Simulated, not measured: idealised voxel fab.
The following is a process module called voxel fin reveal.
Displayed cross-section: cut, width of 200 nm, square cells sized 5 nm.
Cross-section = grid of square cells, listed top down in bands; band = one or more rows. Band entry format. Leading values: height of top, height of bottom, nm. Remainder: materials in left-to-right order, each with its width in nm. Special words: "throughout" on a single material, which then fills the band edge to edge; "air", empty space. Height is counted from the level 0, under which the received wafer is composed throughout of one material. The lowest of the bands is not closed at the bottom but continues downward, in the notation "from 0 down". Read "30..40" as a graded width: first number on top, second number at the bottom, same change between each pair of neighbouring rows. "left unchanged" (step): cross-section cells unchanged, all of them. "Unvented internal voids" lists enclosed empty spaces (at least 8 cells, no open path upward to the top), each as width x height at distance from the left edge, in nm. On a step's line, text after the settings is the simulator commenting on that step. overlay nm: where the mask lay relative to plan, measured to the right, on steps with a mask; negatives go left.
[Listed below are the process steps as planned]
step 1: op RECEIVE | material Si
step 2: op CONFORMAL_DEP | material SiN | thk nm 5
step 3: op PATTERN | tone cover | mask id FINS | material resist | width nm 15 | pitch nm 45 | thk nm 20 | overlay nm 0
step 4: op DIRECTIONAL_ETCH | etch materials SiN | depth nm 5
step 5: op DIRECTIONAL_ETCH | etch materials Si | depth nm 40
step 6: op STRIP | etch materials resist
step 7: op OXIDIZE | depth nm 5
step 8: op FILL_DEP | material SiO2 | thk nm 5
step 9: op CMP | height nm 5
step 10: op SELECTIVE_ETCH | etch materials SiO2 | depth nm 35
step 11: op STRIP | etch materials SiN
[As-received wafer cross-section (after step 1)]
> from 0 down | Si throughout
> Unvented internal voids: none
[Here's the wafer cut in cross-section after the module, started and planned just like above, except one thing was done wrong in the run]
> from 0 to -30 | air (40), Si (5), air (40), Si (5), air (40), Si (5), air (65)
> from -30 to -45 | SiO2 (40), Si (5), SiO2 (40), Si (5), SiO2 (40), Si (5), SiO2 (65)
> from -45 down | Si throughout
> Unvented internal voids: none
It is concluded that the wafer was processed incorrectly with respect to the plan, in that off-plan run, step 3, actual operation and settings op PATTERN | tone cover | mask id FINS | material resist | width nm 15 | pitch nm 45 | thk nm 20 | overlay nm -10
